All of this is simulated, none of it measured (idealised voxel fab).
The following process module bears the name voxel spacer lines.
The figure presents cross-section cut, which has a width of 175 nm and is divided into square cells with an edge length of 5 nm.
Cross-section, as written here: a square-cell grid given band by band from the top down, where a band holds one or more rows of cells. It is stipulated that each band's entry specify, in nanometres, the height of the top of the band and then that of its bottom, followed by the materials of the band in left-to-right sequence, each together with its width in nanometres. A single material marked by the word "edge to edge" is understood to fill the band from edge to edge; the word "air" is understood to denote empty space. Note: height 0 marks the level under which the wafer is uniformly one material as received. Lowest band unbounded below, written "0 and below". Quick explanation for "30->40": the width changes in equal steps down the rows of cells, from the first number in the band's top row to the second number in its bottom row. "all unchanged" after a step means that no cell of the cross-section changed. Reported under the label "Closed void inventory" are the empty spaces having no open way to the top and comprising 8 cells or more; the notation for each is width x height at distance, in which the distance is measured from the left edge and all three values are in nm. Anything after a step's settings on that line? It's the simulator's own note about the step. Steps that use a mask can have "overlay nm" on their line. It says how far the mask sat to the right of where it was meant to be. Negative means to the left.
Set out below are the planned steps of the process:
- 1: RECEIVE with material Si
- 2: CONFORMAL_DEP with material Al2O3, thk nm 10
- 3: DIRECTIONAL_DEP with material W, thk nm 15
- 4: DIRECTIONAL_DEP with material polySi, thk nm 30
- 5: PATTERN with tone cover, mask id MANDREL, material resist, width nm 15, pitch nm 50, thk nm 35, overlay nm 0
- 6: DIRECTIONAL_ETCH with etch materials polySi, depth nm 30
- 7: STRIP with etch materials resist
- 8: CONFORMAL_DEP with material SiO2, thk nm 10
- 9: DIRECTIONAL_ETCH with etch materials SiO2, depth nm 10
- 10: STRIP with etch materials polySi
- 11: DIRECTIONAL_ETCH with etch materials W, depth nm 15
- 12: STRIP with etch materials SiO2
- 13: FILL_DEP with material lowk, thk nm 10
- 14: CMP with height nm 25
Delivered wafer in cross-section: state after step 1:
  0 and below = Si edge to edge
  Closed void inventory: none
Final wafer profile in cross-section after the module, from the same start and plan as above, with one mistake made during processing:
  25 down to 10 = lowk 25 nm; W 10 nm; lowk 15 nm; W 10 nm; lowk 15 nm; W 10 nm; lowk 15 nm; W 10 nm; lowk 15 nm; W 10 nm; lowk 15 nm; W 10 nm; lowk 15 nm
  10 down to 0 = Al2O3 edge to edge
  0 and below = Si edge to edge
  Closed void inventory: none
Nonconformance to the process plan: step 5 off recipe, ran as PATTERN with tone cover, mask id MANDREL, material resist, width nm 15, pitch nm 50, thk nm 35, overlay nm 5
